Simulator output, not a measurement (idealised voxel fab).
Process module heading - voxel quadruple lines
Each square cell in cross-section cut measures 5 nm, and the section as a whole is 205 nm wide.
Reading order for cross-sections: top band down to bottom band. Underlying form: a grid of square cells. Band size: one or more rows of cells. First you get the band's top height and its bottom height, in nm, and then the materials it's made of, left to right, with each width in nm. If you see a single material with "edge to edge", that one covers the band edge to edge. "blank" is empty space. Heights are expressed relative to 0, this being the level below which the as-received wafer comprises one material exclusively. The lowest band is unbounded in the downward direction and is denoted as in "0..down". The width entry "30->40" should be interpreted row by row: the top row of cells in the band takes the first number, the bottom row takes the second number, and the change between adjacent rows is uniform throughout. "nothing changed" -> step changed no cross-section cell. Heads up: "Sealed-off cavities" only lists the empty pockets with no open path to the top that are 8 cells or more, and it writes them as width x height at distance, distance from the left edge, in nm. Anything after a step's settings on that line? It's the simulator's own note about the step. "overlay nm", when on a step's line for a step with a mask, measures how far to the right of its planned place the mask lay; a negative measure means to the left.
This section lists the process steps that were planned
step 1: op RECEIVE | material Si
step 2: op CONFORMAL_DEP | material Al2O3 | thk nm 5
step 3: op DIRECTIONAL_DEP | material W | thk nm 10
step 4: op DIRECTIONAL_DEP | material polySi | thk nm 20
step 5: op DIRECTIONAL_DEP | material aC | thk nm 20
step 6: op PATTERN | tone cover | mask id MANDREL | material resist | width nm 25 | thk nm 30 | overlay nm -15
step 7: op DIRECTIONAL_ETCH | etch materials aC | depth nm 20
step 8: op STRIP | etch materials resist
step 9: op CONFORMAL_DEP | material SiO2 | thk nm 15
step 10: op DIRECTIONAL_ETCH | etch materials SiO2 | depth nm 15
step 11: op STRIP | etch materials aC
step 12: op DIRECTIONAL_ETCH | etch materials polySi | depth nm 20
step 13: op STRIP | etch materials SiO2
step 14: op CONFORMAL_DEP | material SiN | thk nm 5
step 15: op DIRECTIONAL_ETCH | etch materials SiN | depth nm 5
step 16: op STRIP | etch materials polySi
step 17: op DIRECTIONAL_ETCH | etch materials W | depth nm 10
step 18: op STRIP | etch materials SiN
varied across the wafers: overlay nm of step 6. The plan shows the first wafer's value. All wafers start alike
Cross-section of the first of several received wafers, showing its state after step 1
* 0..down: Si edge to edge
* Sealed-off cavities: none
Quick look at the cross-section of the first of several wafers after step 18, which wraps up the module
* 15..5: blank: 55; W: 5; blank: 15; W: 5; blank: 15; W: 5; blank: 15; W: 5; blank: 85
* 5..0: Al2O3 edge to edge
* 0..down: Si edge to edge
* Sealed-off cavities: none
Cross-section, last wafer, module completion
* 15..5: blank: 85; W: 5; blank: 15; W: 5; blank: 15; W: 5; blank: 15; W: 5; blank: 55
* 5..0: Al2O3 edge to edge
* 0..down: Si edge to edge
* Sealed-off cavities: none
Here is how to read the rows: every wafer has a row, and it shows the wafer at the end of the module, giving for each material how many cells were gained (+) or lost (-) since the wafer was received, then listing its closed voids
overlay nm -15, +41 Al2O3, +8 W, Sealed-off cavities: none
overlay nm -10, +41 Al2O3, +8 W, Sealed-off cavities: none
overlay nm -5, +41 Al2O3, +8 W, Sealed-off cavities: none
overlay nm 0, +41 Al2O3, +8 W, Sealed-off cavities: none
overlay nm 5, +41 Al2O3, +8 W, Sealed-off cavities: none
overlay nm 10, +41 Al2O3, +8 W, Sealed-off cavities: none
overlay nm 15, +41 Al2O3, +8 W, Sealed-off cavities: none
